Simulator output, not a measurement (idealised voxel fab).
Process module name: voxel capacitor over wiring
We display cut, a cross-section 225 nm in width whose square cells are each 5 nm.
We lay out every cross-section as a grid of square cells and spell it out in bands from the top down, where one band means one or more rows of cells.
Band: top height; bottom height; in nm. Then, left to right: material with width in nm, for each material. "everywhere": a single material spanning edge to edge. "blank": empty space.
Where do heights start? At 0: under that level the wafer as delivered is made of one material only. And the lowest band has no floor; it just carries on downward, as in "from 0 down".
The expression "30 to 40" gives the width at the extremes of the band, the first number at its top row of cells and the second at its bottom row, with the width changing by equal amounts from each row to the next in between.
Key: "nothing altered" - step with no changed cell in the cross-section.
Closed-off voids of 8+ cells (no open route to the top) go in "Completely sealed voids", written width x height at distance from the left edge, in nm.
Past the settings on a step's line: simulator remark, on that step.
overlay nm: on a step with a mask, how far right of its planned place the mask lay; negative means left.

# Intended process steps
1. RECEIVE,material Si
2. CONFORMAL_DEP,material SiO2,thk nm 15
3. CONFORMAL_DEP,material SiN,thk nm 5
4. DIRECTIONAL_DEP,material SiO2,thk nm 25
5. PATTERN,tone open,mask id METAL_1,material resist,width nm 30,pitch nm 80,thk nm 15,overlay nm 0
6. DIRECTIONAL_ETCH,etch materials SiO2,depth nm 25
7. DIRECTIONAL_ETCH,etch materials SiN,depth nm 5
8. STRIP,etch materials resist
9. CONFORMAL_DEP,material TiN,thk nm 5
10. FILL_DEP,material W,thk nm 10
11. CMP,height nm 45
12. CONFORMAL_DEP,material SiCN,thk nm 5
13. DIRECTIONAL_DEP,material lowk,thk nm 15
14. PATTERN,tone open,mask id PLUG_1,material resist,width nm 15,thk nm 20,overlay nm 0
15. DIRECTIONAL_ETCH,etch materials lowk,depth nm 15
16. DIRECTIONAL_ETCH,etch materials SiCN,depth nm 5
17. STRIP,etch materials resist
18. EPI,material Ru,thk nm 10
19. EPI,material Ru,thk nm 10
20. DIRECTIONAL_DEP,material TiN,thk nm 10
21. DIRECTIONAL_DEP,material HfO2,thk nm 5
22. DIRECTIONAL_DEP,material TiN,thk nm 10
23. MASKED_ETCH,tone cover,mask id UPPER_PLATE,width nm 55,etch materials TiN,depth nm 10,overlay nm 0
24. MASKED_ETCH,tone cover,mask id UPPER_PLATE,width nm 55,etch materials HfO2,depth nm 5,overlay nm 0
25. MASKED_ETCH,tone cover,mask id LOWER_PLATE,width nm 65,etch materials TiN,depth nm 10,overlay nm 0
26. FILL_DEP,material SiO2,thk nm 20
27. CMP,height nm 105
28. PATTERN,tone open,mask id PLUG_2,material resist,width nm 15,thk nm 15,overlay nm -15
29. DIRECTIONAL_ETCH,etch materials SiO2,depth nm 15
30. STRIP,etch materials resist
31. CONFORMAL_DEP,material TiN,thk nm 5
32. FILL_DEP,material Ru,thk nm 10
33. CMP,height nm 105
34. CONFORMAL_DEP,material SiN,thk nm 5
What sets these wafers apart? The overlay nm at step 28. They all start alike, and the plan carries the first wafer's value.

# Cross-section of the first incoming wafer of several, state after step 1
  from 0 down | Si everywhere
  Completely sealed voids: none

# Every row in this table is a wafer at the end of the module, and it gives, for each of the materials, the cells that wafer has gained (+) or lost (-) since it was received, then its closed voids
overlay nm -15; +11 HfO2; +14 Ru; +42 SiCN; +78 SiN; +592 SiO2; +87 TiN; +40 W; +126 lowk; Completely sealed voids: none
overlay nm -10; +11 HfO2; +14 Ru; +42 SiCN; +78 SiN; +592 SiO2; +87 TiN; +40 W; +126 lowk; Completely sealed voids: none
overlay nm -5; +11 HfO2; +14 Ru; +42 SiCN; +78 SiN; +592 SiO2; +87 TiN; +40 W; +126 lowk; Completely sealed voids: none
overlay nm 0; +11 HfO2; +14 Ru; +42 SiCN; +78 SiN; +592 SiO2; +87 TiN; +40 W; +126 lowk; Completely sealed voids: none
overlay nm 5; +11 HfO2; +14 Ru; +42 SiCN; +78 SiN; +592 SiO2; +87 TiN; +40 W; +126 lowk; Completely sealed voids: none
overlay nm 10; +11 HfO2; +14 Ru; +42 SiCN; +78 SiN; +592 SiO2; +87 TiN; +40 W; +126 lowk; Completely sealed voids: none
overlay nm 15; +11 HfO2; +14 Ru; +42 SiCN; +78 SiN; +592 SiO2; +87 TiN; +40 W; +126 lowk; Completely sealed voids: none
